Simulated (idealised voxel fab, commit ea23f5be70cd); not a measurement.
process module | voxel transistor to metal
cross-section cut | 180 nm wide | cells 5 nm
A cross-section is a grid of square cells, given in bands from the top down. A band is one or more rows of cells.
Each band's line starts with the height of the band's top and of its bottom, in nm. Then come its materials from left to right, each with its width in nm. One material with "throughout" fills the band from edge to edge. "air" is empty space.
Height 0 is the level under which the wafer as received is all one material. The lowest band goes on downwards, as in "0 down".
A width such as "30 to 40" changes by the same amount from each row of cells to the next, from the band's top row to its bottom row.
"no change" after a step means that no cell of the cross-section changed.
closed voids: empty space of 8 cells or more with no open way to the top, each as width x height at its distance from the left edge, in nm
after a step's settings: what the simulator itself notes on the step
overlay nm, on a step with a mask: how far to the right of its planned place the mask lay; to the left if negative
Each pair below shows a cross-section before one step and the cross-section after it, down to the lowest band that changed. The line under each pair gives the step between them, with its settings. The pairs can come from different runs of this module on the same starting wafer, so a pair continues from the pair above only where its "before" says so.
before
  40 to 30: SiO2 45 | air 25 | SiO2 35 | air 25 | SiO2 50
  30 to 20: SiO2 45 | air 20 | SiN 10 | SiCN 25 | SiN 10 | air 20 | SiO2 50
  20 to 5: SiO2 45 | air 20 | SiN 10 | polySi 25 | SiN 10 | air 20 | SiO2 50
  5 to 0: SiO2 30 | SiN 10 | SiO2 5 | air 10 | nSi 10 | SiN 10 | polySi 25 | SiN 10 | nSi 10 | air 10 | SiO2 5 | SiN 10 | SiO2 35
  0 to -5: SiO2 45 | air 10 | nSi 10 | SiO2 45 | nSi 10 | air 10 | SiO2 50
  -5 to -15: SiO2 40 | nSi 25 | Si 45 | nSi 25 | SiO2 45
  -15 to -45: SiO2 40 | Si 95 | SiO2 45
  -45 down: Si throughout
  closed voids: none
after
  45 to 40: TiN 50 | air 15 | TiN 45 | air 15 | TiN 55
  40 to 30: SiO2 45 | TiN 5 | air 15 to 10 | TiN 5 to 10 | SiO2 35 | TiN 5 to 10 | air 15 to 10 | TiN 5 | SiO2 50
  30 to 20: SiO2 45 | TiN 5 | air 10 | TiN 5 | SiN 10 | SiCN 25 | SiN 10 | TiN 5 | air 10 | TiN 5 | SiO2 50
  20 to 10: SiO2 45 | TiN 5 | air 10 | TiN 5 | SiN 10 | polySi 25 | SiN 10 | TiN 5 | air 10 | TiN 5 | SiO2 50
  10 to 5: SiO2 45 | TiN 20 | SiN 10 | polySi 25 | SiN 10 | TiN 20 | SiO2 50
  5 to 0: SiO2 30 | SiN 10 | SiO2 5 | TiN 10 | nSi 10 | SiN 10 | polySi 25 | SiN 10 | nSi 10 | TiN 10 | SiO2 5 | SiN 10 | SiO2 35
  0 to -5: SiO2 45 | TiN 10 | nSi 10 | SiO2 45 | nSi 10 | TiN 10 | SiO2 50
  below -5: unchanged
  closed voids: none
the step between: op CONFORMAL_DEP | material TiN | thk nm 5
before: the cross-section after the pair above
after
  55 to 45: Ru throughout
  45 to 40: TiN 50 | Ru 15 | TiN 45 | Ru 15 | TiN 55
  40 to 30: SiO2 45 | TiN 5 | Ru 15 to 10 | TiN 5 to 10 | SiO2 35 | TiN 5 to 10 | Ru 15 to 10 | TiN 5 | SiO2 50
  30 to 20: SiO2 45 | TiN 5 | Ru 10 | TiN 5 | SiN 10 | SiCN 25 | SiN 10 | TiN 5 | Ru 10 | TiN 5 | SiO2 50
  20 to 10: SiO2 45 | TiN 5 | Ru 10 | TiN 5 | SiN 10 | polySi 25 | SiN 10 | TiN 5 | Ru 10 | TiN 5 | SiO2 50
  below 10: unchanged
  closed voids: none
the step between: op FILL_DEP | material Ru | thk nm 10
before: the cross-section after the pair above
after
  40 to 30: SiO2 45 | TiN 5 | Ru 15 to 10 | TiN 5 to 10 | SiO2 35 | TiN 5 to 10 | Ru 15 to 10 | TiN 5 | SiO2 50
  below 30: unchanged
  closed voids: none
the step between: op CMP | height nm 40
before: the cross-section after the pair above
after
  45 to 40: TiN throughout
  below 40: unchanged
  closed voids: none
the step between: op DIRECTIONAL_DEP | material TiN | thk nm 5
before: the cross-section after the pair above
after
  70 to 45: W throughout
  below 45: unchanged
  closed voids: none
the step between: op DIRECTIONAL_DEP | material W | thk nm 25
before: the cross-section after the pair above
after
  85 to 70: aC throughout
  below 70: unchanged
  closed voids: none
the step between: op DIRECTIONAL_DEP | material aC | thk nm 15
before: the cross-section after the pair above
after
  120 to 85: air 45 | resist 15 | air 55 | resist 15 | air 50
  below 85: unchanged
  closed voids: none
the step between: op PATTERN | tone cover | mask id METAL_1 | material resist | width nm 15 | pitch nm 70 | thk nm 35 | overlay nm 0
before: the cross-section after the pair above
after
  105 to 85: air 45 | resist 15 | air 55 | resist 15 | air 50
  85 to 70: air 45 | aC 15 | air 55 | aC 15 | air 50
  below 70: unchanged
  closed voids: none
the step between: op DIRECTIONAL_ETCH | etch materials aC | depth nm 15
before: the cross-section after the pair above
after
  85 to 70: air 45 | aC 15 | air 55 | aC 15 | air 50
  below 70: unchanged
  closed voids: none
the step between: op STRIP | etch materials resist
before: the cross-section after the pair above
after
  85 to 70: air 45 | aC 15 | air 55 | aC 15 | air 50
  70 to 45: air 45 | W 15 | air 55 | W 15 | air 50
  below 45: unchanged
  closed voids: none
the step between: op DIRECTIONAL_ETCH | etch materials W | depth nm 25
before: the cross-section after the pair above
after
  85 to 70: air 45 | aC 15 | air 55 | aC 15 | air 50
  70 to 45: air 45 | W 15 | air 55 | W 15 | air 50
  45 to 40: air 45 | TiN 15 | air 55 | TiN 15 | air 50
  below 40: unchanged
  closed voids: none
the step between: op DIRECTIONAL_ETCH | etch materials TiN | depth nm 5
before: the cross-section after the pair above
after
  70 to 45: air 45 | W 15 | air 55 | W 15 | air 50
  below 45: unchanged
  closed voids: none
the step between: op STRIP | etch materials aC
before: the cross-section after the pair above
after
  75 to 70: air 40 | SiN 25 | air 45 | SiN 25 | air 45
  70 to 45: air 40 | SiN 5 | W 15 | SiN 5 | air 45 | SiN 5 | W 15 | SiN 5 | air 45
  45 to 40: SiN 45 | TiN 15 | SiN 55 | TiN 15 | SiN 50
  below 40: unchanged
  closed voids: none
the step between: op CONFORMAL_DEP | material SiN | thk nm 5
before: the cross-section after the pair above
after
  85 to 75: lowk throughout
  75 to 70: lowk 40 | SiN 25 | lowk 45 | SiN 25 | lowk 45
  70 to 45: lowk 40 | SiN 5 | W 15 | SiN 5 | lowk 45 | SiN 5 | W 15 | SiN 5 | lowk 45
  below 45: unchanged
  closed voids: none
the step between: op FILL_DEP | material lowk | thk nm 10
before: the cross-section after the pair above
after
  70 to 45: lowk 40 | SiN 5 | W 15 | SiN 5 | lowk 45 | SiN 5 | W 15 | SiN 5 | lowk 45
  below 45: unchanged
  closed voids: none
the step between: op CMP | height nm 70
before: the cross-section after the pair above
after
  75 to 70: SiCN throughout
  below 70: unchanged
  closed voids: none
the step between: op CONFORMAL_DEP | material SiCN | thk nm 5
before: the cross-section after the pair above
after
  105 to 75: lowk throughout
  below 75: unchanged
  closed voids: none
the step between: op DIRECTIONAL_DEP | material lowk | thk nm 30
before: the cross-section after the pair above
after
  120 to 105: aC throughout
  below 105: unchanged
  closed voids: none
the step between: op DIRECTIONAL_DEP | material aC | thk nm 15
before: the cross-section after the pair above
after
  155 to 120: resist 45 | air 15 | resist 55 | air 15 | resist 50
  below 120: unchanged
  closed voids: none
the step between: op PATTERN | tone open | mask id METAL_2 | material resist | width nm 15 | pitch nm 70 | thk nm 35 | overlay nm 0
before: the cross-section after the pair above
after
  140 to 120: resist 45 | air 15 | resist 55 | air 15 | resist 50
  120 to 105: aC 45 | air 15 | aC 55 | air 15 | aC 50
  below 105: unchanged
  closed voids: none
the step between: op DIRECTIONAL_ETCH | etch materials aC | depth nm 15
before: the cross-section after the pair above
after
  120 to 105: aC 45 | air 15 | aC 55 | air 15 | aC 50
  below 105: unchanged
  closed voids: none
the step between: op STRIP | etch materials resist
before: the cross-section after the pair above
after
  120 to 105: aC 45 | air 15 | aC 55 | air 15 | aC 50
  105 to 90: lowk 45 | air 15 | lowk 55 | air 15 | lowk 50
  below 90: unchanged
  closed voids: none
the step between: op DIRECTIONAL_ETCH | etch materials lowk | depth nm 15
before: the cross-section after the pair above
after
  105 to 90: lowk 45 | air 15 | lowk 55 | air 15 | lowk 50
  below 90: unchanged
  closed voids: none
the step between: op STRIP | etch materials aC
before: the cross-section after the pair above
after
  105 to 75: lowk 45 | air 15 | lowk 55 | air 15 | lowk 50
  below 75: unchanged
  closed voids: none
the step between: op MASKED_ETCH | tone open | mask id METAL_2_HOLES | width nm 15 | pitch nm 70 | etch materials lowk | depth nm 15 | overlay nm 0
before: the cross-section after the pair above
after
  105 to 75: lowk 45 | air 15 | lowk 55 | air 15 | lowk 50
  75 to 70: SiCN 45 | air 15 | SiCN 55 | air 15 | SiCN 50
  below 70: unchanged
  closed voids: none
the step between: op MASKED_ETCH | tone open | mask id METAL_2_HOLES | width nm 15 | pitch nm 70 | etch materials SiCN | depth nm 5 | overlay nm 0
before: the cross-section after the pair above
after
  110 to 105: TiN 50 | air 5 | TiN 65 | air 5 | TiN 55
  105 to 75: lowk 45 | TiN 5 | air 5 | TiN 5 | lowk 55 | TiN 5 | air 5 | TiN 5 | lowk 50
  75 to 70: SiCN 45 | TiN 15 | SiCN 55 | TiN 15 | SiCN 50
  below 70: unchanged
  closed voids: none
the step between: op CONFORMAL_DEP | material TiN | thk nm 5
before: the cross-section after the pair above
after
  120 to 110: Cu throughout
  110 to 105: TiN 50 | Cu 5 | TiN 65 | Cu 5 | TiN 55
  105 to 75: lowk 45 | TiN 5 | Cu 5 | TiN 5 | lowk 55 | TiN 5 | Cu 5 | TiN 5 | lowk 50
  below 75: unchanged
  closed voids: none
the step between: op FILL_DEP | material Cu | thk nm 10
before: the cross-section after the pair above
after
  105 to 75: lowk 45 | TiN 5 | Cu 5 | TiN 5 | lowk 55 | TiN 5 | Cu 5 | TiN 5 | lowk 50
  below 75: unchanged
  closed voids: none
the step between: op CMP | height nm 105
before: the cross-section after the pair above
after
  110 to 105: SiCN throughout
  below 105: unchanged
  closed voids: none
the step between: op CONFORMAL_DEP | material SiCN | thk nm 5
before
  75 to 70: SiCN throughout
  70 to 45: lowk 40 | SiN 5 | W 15 | SiN 5 | lowk 45 | SiN 5 | W 15 | SiN 5 | lowk 45
  45 to 40: SiN 45 | TiN 15 | SiN 55 | TiN 15 | SiN 50
  40 to 30: SiO2 45 | TiN 5 | Ru 15 to 10 | TiN 5 to 10 | SiO2 35 | TiN 5 to 10 | Ru 15 to 10 | TiN 5 | SiO2 50
  30 to 20: SiO2 45 | TiN 5 | Ru 10 | TiN 5 | SiN 10 | SiCN 25 | SiN 10 | TiN 5 | Ru 10 | TiN 5 | SiO2 50
  20 to 10: SiO2 45 | TiN 5 | Ru 10 | TiN 5 | SiN 10 | polySi 25 | SiN 10 | TiN 5 | Ru 10 | TiN 5 | SiO2 50
  10 to 5: SiO2 45 | TiN 20 | SiN 10 | polySi 25 | SiN 10 | TiN 20 | SiO2 50
  5 to 0: SiO2 30 | SiN 10 | SiO2 5 | TiN 10 | nSi 10 | SiN 10 | polySi 25 | SiN 10 | nSi 10 | TiN 10 | SiO2 5 | SiN 10 | SiO2 35
  0 to -5: SiO2 45 | TiN 10 | nSi 10 | SiO2 45 | nSi 10 | TiN 10 | SiO2 50
  -5 to -15: SiO2 40 | nSi 25 | Si 45 | nSi 25 | SiO2 45
  -15 to -25: SiO2 40 | Si 95 | SiO2 45
  -25 down: Si throughout
  closed voids: none
after
  90 to 75: aC throughout
  below 75: unchanged
  closed voids: none
the step between: op DIRECTIONAL_DEP | material aC | thk nm 15
before: the cross-section after the pair above
after
  120 to 90: lowk throughout
  below 90: unchanged
  closed voids: none
the step between: op DIRECTIONAL_DEP | material lowk | thk nm 30
before: the cross-section after the pair above
after
  155 to 120: resist 45 | air 15 | resist 55 | air 15 | resist 50
  below 120: unchanged
  closed voids: none
the step between: op PATTERN | tone open | mask id METAL_2 | material resist | width nm 15 | pitch nm 70 | thk nm 35 | overlay nm 0
before: the cross-section after the pair above
after
  140 to 120: resist 45 | air 15 | resist 55 | air 15 | resist 50
  below 120: unchanged
  closed voids: none
the step between: op DIRECTIONAL_ETCH | etch materials aC | depth nm 15
before: the cross-section after the pair above
after
  120 to 90: lowk throughout
  below 90: unchanged
  closed voids: none
the step between: op STRIP | etch materials resist
before: the cross-section after the pair above
after
  105 to 90: lowk throughout
  below 90: unchanged
  closed voids: none
the step between: op DIRECTIONAL_ETCH | etch materials lowk | depth nm 15
before: the cross-section after the pair above
after
  105 to 90: lowk 45 | air 15 | lowk 55 | air 15 | lowk 50
  below 90: unchanged
  closed voids: none
the step between: op MASKED_ETCH | tone open | mask id METAL_2_HOLES | width nm 15 | pitch nm 70 | etch materials lowk | depth nm 15 | overlay nm 0
before: the cross-section after the pair above
after
  110 to 105: TiN 50 | air 5 | TiN 65 | air 5 | TiN 55
  105 to 95: lowk 45 | TiN 5 | air 5 | TiN 5 | lowk 55 | TiN 5 | air 5 | TiN 5 | lowk 50
  95 to 90: lowk 45 | TiN 15 | lowk 55 | TiN 15 | lowk 50
  below 90: unchanged
  closed voids: none
the step between: op CONFORMAL_DEP | material TiN | thk nm 5
before: the cross-section after the pair above
after
  120 to 110: Cu throughout
  110 to 105: TiN 50 | Cu 5 | TiN 65 | Cu 5 | TiN 55
  105 to 95: lowk 45 | TiN 5 | Cu 5 | TiN 5 | lowk 55 | TiN 5 | Cu 5 | TiN 5 | lowk 50
  below 95: unchanged
  closed voids: none
the step between: op FILL_DEP | material Cu | thk nm 10
before: the cross-section after the pair above
after
  105 to 95: lowk 45 | TiN 5 | Cu 5 | TiN 5 | lowk 55 | TiN 5 | Cu 5 | TiN 5 | lowk 50
  below 95: unchanged
  closed voids: none
the step between: op CMP | height nm 105
before: the cross-section after the pair above
after
  110 to 105: SiCN throughout
  below 105: unchanged
  closed voids: none
the step between: op CONFORMAL_DEP | material SiCN | thk nm 5
before
  30 to 20: SiO2 65 | SiN 10 | SiCN 25 | SiN 10 | SiO2 70
  20 to 5: SiO2 65 | SiN 10 | polySi 25 | SiN 10 | SiO2 70
  5 to 0: SiO2 30 | SiN 10 | SiO2 15 | nSi 10 | SiN 10 | polySi 25 | SiN 10 | nSi 10 | SiO2 15 | SiN 10 | SiO2 35
  0 to -5: SiO2 55 | nSi 10 | SiO2 45 | nSi 10 | SiO2 60
  -5 to -15: SiO2 40 | nSi 25 | Si 45 | nSi 25 | SiO2 45
  -15 to -25: SiO2 40 | Si 95 | SiO2 45
  -25 down: Si throughout
  closed voids: none
after
  35 to 30: SiO2 throughout
  below 30: unchanged
  closed voids: none
the step between: op DIRECTIONAL_DEP | material SiO2 | thk nm 5
before: the cross-section after the pair above
after
  50 to 35: aC throughout
  below 35: unchanged
  closed voids: none
the step between: op DIRECTIONAL_DEP | material aC | thk nm 15
before: the cross-section after the pair above
after
  85 to 50: resist 45 | air 25 | resist 35 | air 25 | resist 50
  below 50: unchanged
  closed voids: none
the step between: op PATTERN | tone open | mask id CONTACT | material resist | width nm 25 | pitch nm 60 | thk nm 35 | overlay nm 0
before: the cross-section after the pair above
after
  70 to 50: resist 45 | air 25 | resist 35 | air 25 | resist 50
  50 to 35: aC 45 | air 25 | aC 35 | air 25 | aC 50
  below 35: unchanged
  closed voids: none
the step between: op DIRECTIONAL_ETCH | etch materials aC | depth nm 15
before: the cross-section after the pair above
after
  50 to 35: aC 45 | air 25 | aC 35 | air 25 | aC 50
  below 35: unchanged
  closed voids: none
the step between: op STRIP | etch materials resist
before: the cross-section after the pair above
after
  50 to 35: aC 45 | air 25 | aC 35 | air 25 | aC 50
  35 to 30: SiO2 45 | air 25 | SiO2 35 | air 25 | SiO2 50
  30 to 20: SiO2 45 | air 20 | SiN 10 | SiCN 25 | SiN 10 | air 20 | SiO2 50
  20 to 5: SiO2 45 | air 20 | SiN 10 | polySi 25 | SiN 10 | air 20 | SiO2 50
  5 to 0: SiO2 30 | SiN 10 | SiO2 5 | air 10 | nSi 10 | SiN 10 | polySi 25 | SiN 10 | nSi 10 | air 10 | SiO2 5 | SiN 10 | SiO2 35
  0 to -5: SiO2 45 | air 10 | nSi 10 | SiO2 45 | nSi 10 | air 10 | SiO2 50
  below -5: unchanged
  closed voids: none
the step between: op DIRECTIONAL_ETCH | etch materials SiO2 | depth nm 45
before: the cross-section after the pair above
after
  35 to 30: SiO2 45 | air 25 | SiO2 35 | air 25 | SiO2 50
  below 30: unchanged
  closed voids: none
the step between: op STRIP | etch materials aC
before: the cross-section after the pair above
after
  40 to 35: TiN 50 | air 15 | TiN 45 | air 15 | TiN 55
  35 to 30: SiO2 45 | TiN 5 | air 10 | TiN 10 | SiO2 35 | TiN 10 | air 10 | TiN 5 | SiO2 50
  30 to 20: SiO2 45 | TiN 5 | air 10 | TiN 5 | SiN 10 | SiCN 25 | SiN 10 | TiN 5 | air 10 | TiN 5 | SiO2 50
  20 to 10: SiO2 45 | TiN 5 | air 10 | TiN 5 | SiN 10 | polySi 25 | SiN 10 | TiN 5 | air 10 | TiN 5 | SiO2 50
  10 to 5: SiO2 45 | TiN 20 | SiN 10 | polySi 25 | SiN 10 | TiN 20 | SiO2 50
  5 to 0: SiO2 30 | SiN 10 | SiO2 5 | TiN 10 | nSi 10 | SiN 10 | polySi 25 | SiN 10 | nSi 10 | TiN 10 | SiO2 5 | SiN 10 | SiO2 35
  0 to -5: SiO2 45 | TiN 10 | nSi 10 | SiO2 45 | nSi 10 | TiN 10 | SiO2 50
  below -5: unchanged
  closed voids: none
the step between: op CONFORMAL_DEP | material TiN | thk nm 5
before: the cross-section after the pair above
after
  50 to 40: Ru throughout
  40 to 35: TiN 50 | Ru 15 | TiN 45 | Ru 15 | TiN 55
  35 to 30: SiO2 45 | TiN 5 | Ru 10 | TiN 10 | SiO2 35 | TiN 10 | Ru 10 | TiN 5 | SiO2 50
  30 to 20: SiO2 45 | TiN 5 | Ru 10 | TiN 5 | SiN 10 | SiCN 25 | SiN 10 | TiN 5 | Ru 10 | TiN 5 | SiO2 50
  20 to 10: SiO2 45 | TiN 5 | Ru 10 | TiN 5 | SiN 10 | polySi 25 | SiN 10 | TiN 5 | Ru 10 | TiN 5 | SiO2 50
  below 10: unchanged
  closed voids: none
the step between: op FILL_DEP | material Ru | thk nm 10
before: the cross-section after the pair above
after
  40 to 35: TiN 50 | Ru 15 | TiN 45 | Ru 15 | TiN 55
  below 35: unchanged
  closed voids: none
the step between: op CMP | height nm 40
before: the cross-section after the pair above
after
  45 to 40: TiN throughout
  below 40: unchanged
  closed voids: none
the step between: op DIRECTIONAL_DEP | material TiN | thk nm 5
before: the cross-section after the pair above
after
  70 to 45: W throughout
  below 45: unchanged
  closed voids: none
the step between: op DIRECTIONAL_DEP | material W | thk nm 25
before: the cross-section after the pair above
after
  85 to 70: aC throughout
  below 70: unchanged
  closed voids: none
the step between: op DIRECTIONAL_DEP | material aC | thk nm 15
before: the cross-section after the pair above
after
  120 to 85: air 45 | resist 15 | air 55 | resist 15 | air 50
  below 85: unchanged
  closed voids: none
the step between: op PATTERN | tone cover | mask id METAL_1 | material resist | width nm 15 | pitch nm 70 | thk nm 35 | overlay nm 0
before: the cross-section after the pair above
after
  105 to 85: air 45 | resist 15 | air 55 | resist 15 | air 50
  85 to 70: air 45 | aC 15 | air 55 | aC 15 | air 50
  below 70: unchanged
  closed voids: none
the step between: op DIRECTIONAL_ETCH | etch materials aC | depth nm 15
before: the cross-section after the pair above
after
  85 to 70: air 45 | aC 15 | air 55 | aC 15 | air 50
  below 70: unchanged
  closed voids: none
the step between: op STRIP | etch materials resist
before: the cross-section after the pair above
after
  85 to 70: air 45 | aC 15 | air 55 | aC 15 | air 50
  70 to 45: air 45 | W 15 | air 55 | W 15 | air 50
  below 45: unchanged
  closed voids: none
the step between: op DIRECTIONAL_ETCH | etch materials W | depth nm 25
before: the cross-section after the pair above
after
  85 to 70: air 45 | aC 15 | air 55 | aC 15 | air 50
  70 to 45: air 45 | W 15 | air 55 | W 15 | air 50
  45 to 40: air 45 | TiN 15 | air 55 | TiN 15 | air 50
  below 40: unchanged
  closed voids: none
the step between: op DIRECTIONAL_ETCH | etch materials TiN | depth nm 5
before: the cross-section after the pair above
after
  70 to 45: air 45 | W 15 | air 55 | W 15 | air 50
  below 45: unchanged
  closed voids: none
the step between: op STRIP | etch materials aC
before: the cross-section after the pair above
after
  75 to 70: air 40 | SiN 25 | air 45 | SiN 25 | air 45
  70 to 45: air 40 | SiN 5 | W 15 | SiN 5 | air 45 | SiN 5 | W 15 | SiN 5 | air 45
  45 to 40: SiN 45 | TiN 15 | SiN 55 | TiN 15 | SiN 50
  below 40: unchanged
  closed voids: none
the step between: op CONFORMAL_DEP | material SiN | thk nm 5
before: the cross-section after the pair above
after
  85 to 75: lowk throughout
  75 to 70: lowk 40 | SiN 25 | lowk 45 | SiN 25 | lowk 45
  70 to 45: lowk 40 | SiN 5 | W 15 | SiN 5 | lowk 45 | SiN 5 | W 15 | SiN 5 | lowk 45
  below 45: unchanged
  closed voids: none
the step between: op FILL_DEP | material lowk | thk nm 10
before: the cross-section after the pair above
after
  70 to 45: lowk 40 | SiN 5 | W 15 | SiN 5 | lowk 45 | SiN 5 | W 15 | SiN 5 | lowk 45
  below 45: unchanged
  closed voids: none
the step between: op CMP | height nm 70
before: the cross-section after the pair above
after
  75 to 70: SiCN throughout
  below 70: unchanged
  closed voids: none
the step between: op CONFORMAL_DEP | material SiCN | thk nm 5
before: the cross-section after the pair above
after
  105 to 75: lowk throughout
  below 75: unchanged
  closed voids: none
the step between: op DIRECTIONAL_DEP | material lowk | thk nm 30
before: the cross-section after the pair above
after
  120 to 105: aC throughout
  below 105: unchanged
  closed voids: none
the step between: op DIRECTIONAL_DEP | material aC | thk nm 15
before: the cross-section after the pair above
after
  155 to 120: resist 45 | air 15 | resist 55 | air 15 | resist 50
  below 120: unchanged
  closed voids: none
the step between: op PATTERN | tone open | mask id METAL_2 | material resist | width nm 15 | pitch nm 70 | thk nm 35 | overlay nm 0
before: the cross-section after the pair above
after
  140 to 120: resist 45 | air 15 | resist 55 | air 15 | resist 50
  120 to 105: aC 45 | air 15 | aC 55 | air 15 | aC 50
  below 105: unchanged
  closed voids: none
the step between: op DIRECTIONAL_ETCH | etch materials aC | depth nm 15
before: the cross-section after the pair above
after
  120 to 105: aC 45 | air 15 | aC 55 | air 15 | aC 50
  below 105: unchanged
  closed voids: none
the step between: op STRIP | etch materials resist
before: the cross-section after the pair above
after
  120 to 105: aC 45 | air 15 | aC 55 | air 15 | aC 50
  105 to 90: lowk 45 | air 15 | lowk 55 | air 15 | lowk 50
  below 90: unchanged
  closed voids: none
the step between: op DIRECTIONAL_ETCH | etch materials lowk | depth nm 15
before: the cross-section after the pair above
after
  105 to 90: lowk 45 | air 15 | lowk 55 | air 15 | lowk 50
  below 90: unchanged
  closed voids: none
the step between: op STRIP | etch materials aC
before: the cross-section after the pair above
after
  105 to 75: lowk 45 | air 15 | lowk 55 | air 15 | lowk 50
  below 75: unchanged
  closed voids: none
the step between: op MASKED_ETCH | tone open | mask id METAL_2_HOLES | width nm 15 | pitch nm 70 | etch materials lowk | depth nm 15 | overlay nm 0
before: the cross-section after the pair above
after
  105 to 75: lowk 45 | air 15 | lowk 55 | air 15 | lowk 50
  75 to 70: SiCN 45 | air 15 | SiCN 55 | air 15 | SiCN 50
  below 70: unchanged
  closed voids: none
the step between: op MASKED_ETCH | tone open | mask id METAL_2_HOLES | width nm 15 | pitch nm 70 | etch materials SiCN | depth nm 5 | overlay nm 0
before: the cross-section after the pair above
after
  110 to 105: TiN 50 | air 5 | TiN 65 | air 5 | TiN 55
  105 to 75: lowk 45 | TiN 5 | air 5 | TiN 5 | lowk 55 | TiN 5 | air 5 | TiN 5 | lowk 50
  75 to 70: SiCN 45 | TiN 15 | SiCN 55 | TiN 15 | SiCN 50
  below 70: unchanged
  closed voids: none
the step between: op CONFORMAL_DEP | material TiN | thk nm 5
before: the cross-section after the pair above
after
  120 to 110: Cu throughout
  110 to 105: TiN 50 | Cu 5 | TiN 65 | Cu 5 | TiN 55
  105 to 75: lowk 45 | TiN 5 | Cu 5 | TiN 5 | lowk 55 | TiN 5 | Cu 5 | TiN 5 | lowk 50
  below 75: unchanged
  closed voids: none
the step between: op FILL_DEP | material Cu | thk nm 10
before: the cross-section after the pair above
after
  105 to 75: lowk 45 | TiN 5 | Cu 5 | TiN 5 | lowk 55 | TiN 5 | Cu 5 | TiN 5 | lowk 50
  below 75: unchanged
  closed voids: none
the step between: op CMP | height nm 105
before: the cross-section after the pair above
after
  110 to 105: SiCN throughout
  below 105: unchanged
  closed voids: none
the step between: op CONFORMAL_DEP | material SiCN | thk nm 5
before
  85 to 70: aC throughout
  70 to 45: W throughout
  45 to 40: TiN throughout
  40 to 30: SiO2 45 | TiN 5 | Ru 15 to 10 | TiN 5 to 10 | SiO2 35 | TiN 5 to 10 | Ru 15 to 10 | TiN 5 | SiO2 50
  30 to 20: SiO2 45 | TiN 5 | Ru 10 | TiN 5 | SiN 10 | SiCN 25 | SiN 10 | TiN 5 | Ru 10 | TiN 5 | SiO2 50
  20 to 10: SiO2 45 | TiN 5 | Ru 10 | TiN 5 | SiN 10 | polySi 25 | SiN 10 | TiN 5 | Ru 10 | TiN 5 | SiO2 50
  10 to 5: SiO2 45 | TiN 20 | SiN 10 | polySi 25 | SiN 10 | TiN 20 | SiO2 50
  5 to 0: SiO2 30 | SiN 10 | SiO2 5 | TiN 10 | nSi 10 | SiN 10 | polySi 25 | SiN 10 | nSi 10 | TiN 10 | SiO2 5 | SiN 10 | SiO2 35
  0 to -5: SiO2 45 | TiN 10 | nSi 10 | SiO2 45 | nSi 10 | TiN 10 | SiO2 50
  -5 to -15: SiO2 40 | nSi 25 | Si 45 | nSi 25 | SiO2 45
  -15 to -25: SiO2 40 | Si 95 | SiO2 45
  -25 down: Si throughout
  closed voids: none
after
  120 to 85: air 40 | resist 25 | air 45 | resist 25 | air 45
  below 85: unchanged
  closed voids: none
the step between: op PATTERN | tone cover | mask id METAL_1 | material resist | width nm 25 | pitch nm 70 | thk nm 35 | overlay nm 0
before: the cross-section after the pair above
after
  105 to 85: air 40 | resist 25 | air 45 | resist 25 | air 45
  85 to 70: air 40 | aC 25 | air 45 | aC 25 | air 45
  below 70: unchanged
  closed voids: none
the step between: op DIRECTIONAL_ETCH | etch materials aC | depth nm 15
before: the cross-section after the pair above
after
  85 to 70: air 40 | aC 25 | air 45 | aC 25 | air 45
  below 70: unchanged
  closed voids: none
the step between: op STRIP | etch materials resist
before: the cross-section after the pair above
after
  85 to 70: air 40 | aC 25 | air 45 | aC 25 | air 45
  70 to 45: air 40 | W 25 | air 45 | W 25 | air 45
  below 45: unchanged
  closed voids: none
the step between: op DIRECTIONAL_ETCH | etch materials W | depth nm 25
before: the cross-section after the pair above
after
  85 to 70: air 40 | aC 25 | air 45 | aC 25 | air 45
  70 to 45: air 40 | W 25 | air 45 | W 25 | air 45
  45 to 40: air 40 | TiN 25 | air 45 | TiN 25 | air 45
  below 40: unchanged
  closed voids: none
the step between: op DIRECTIONAL_ETCH | etch materials TiN | depth nm 5
before: the cross-section after the pair above
after
  70 to 45: air 40 | W 25 | air 45 | W 25 | air 45
  below 45: unchanged
  closed voids: none
the step between: op STRIP | etch materials aC
before: the cross-section after the pair above
after
  75 to 70: air 35 | SiN 35 | air 35 | SiN 35 | air 40
  70 to 45: air 35 | SiN 5 | W 25 | SiN 5 | air 35 | SiN 5 | W 25 | SiN 5 | air 40
  45 to 40: SiN 40 | TiN 25 | SiN 45 | TiN 25 | SiN 45
  below 40: unchanged
  closed voids: none
the step between: op CONFORMAL_DEP | material SiN | thk nm 5
before: the cross-section after the pair above
after
  85 to 75: lowk throughout
  75 to 70: lowk 35 | SiN 35 | lowk 35 | SiN 35 | lowk 40
  70 to 45: lowk 35 | SiN 5 | W 25 | SiN 5 | lowk 35 | SiN 5 | W 25 | SiN 5 | lowk 40
  below 45: unchanged
  closed voids: none
the step between: op FILL_DEP | material lowk | thk nm 10
before: the cross-section after the pair above
after
  70 to 45: lowk 35 | SiN 5 | W 25 | SiN 5 | lowk 35 | SiN 5 | W 25 | SiN 5 | lowk 40
  below 45: unchanged
  closed voids: none
the step between: op CMP | height nm 70
before: the cross-section after the pair above
after
  75 to 70: SiCN throughout
  below 70: unchanged
  closed voids: none
the step between: op CONFORMAL_DEP | material SiCN | thk nm 5
before: the cross-section after the pair above
after
  105 to 75: lowk throughout
  below 75: unchanged
  closed voids: none
the step between: op DIRECTIONAL_DEP | material lowk | thk nm 30
before: the cross-section after the pair above
after
  120 to 105: aC throughout
  below 105: unchanged
  closed voids: none
the step between: op DIRECTIONAL_DEP | material aC | thk nm 15
before: the cross-section after the pair above
after
  155 to 120: resist 45 | air 15 | resist 55 | air 15 | resist 50
  below 120: unchanged
  closed voids: none
the step between: op PATTERN | tone open | mask id METAL_2 | material resist | width nm 15 | pitch nm 70 | thk nm 35 | overlay nm 0
before: the cross-section after the pair above
after
  140 to 120: resist 45 | air 15 | resist 55 | air 15 | resist 50
  120 to 105: aC 45 | air 15 | aC 55 | air 15 | aC 50
  below 105: unchanged
  closed voids: none
the step between: op DIRECTIONAL_ETCH | etch materials aC | depth nm 15
before: the cross-section after the pair above
after
  120 to 105: aC 45 | air 15 | aC 55 | air 15 | aC 50
  below 105: unchanged
  closed voids: none
the step between: op STRIP | etch materials resist
before: the cross-section after the pair above
after
  120 to 105: aC 45 | air 15 | aC 55 | air 15 | aC 50
  105 to 90: lowk 45 | air 15 | lowk 55 | air 15 | lowk 50
  below 90: unchanged
  closed voids: none
the step between: op DIRECTIONAL_ETCH | etch materials lowk | depth nm 15
before: the cross-section after the pair above
after
  105 to 90: lowk 45 | air 15 | lowk 55 | air 15 | lowk 50
  below 90: unchanged
  closed voids: none
the step between: op STRIP | etch materials aC
before: the cross-section after the pair above
after
  105 to 75: lowk 45 | air 15 | lowk 55 | air 15 | lowk 50
  below 75: unchanged
  closed voids: none
the step between: op MASKED_ETCH | tone open | mask id METAL_2_HOLES | width nm 15 | pitch nm 70 | etch materials lowk | depth nm 15 | overlay nm 0
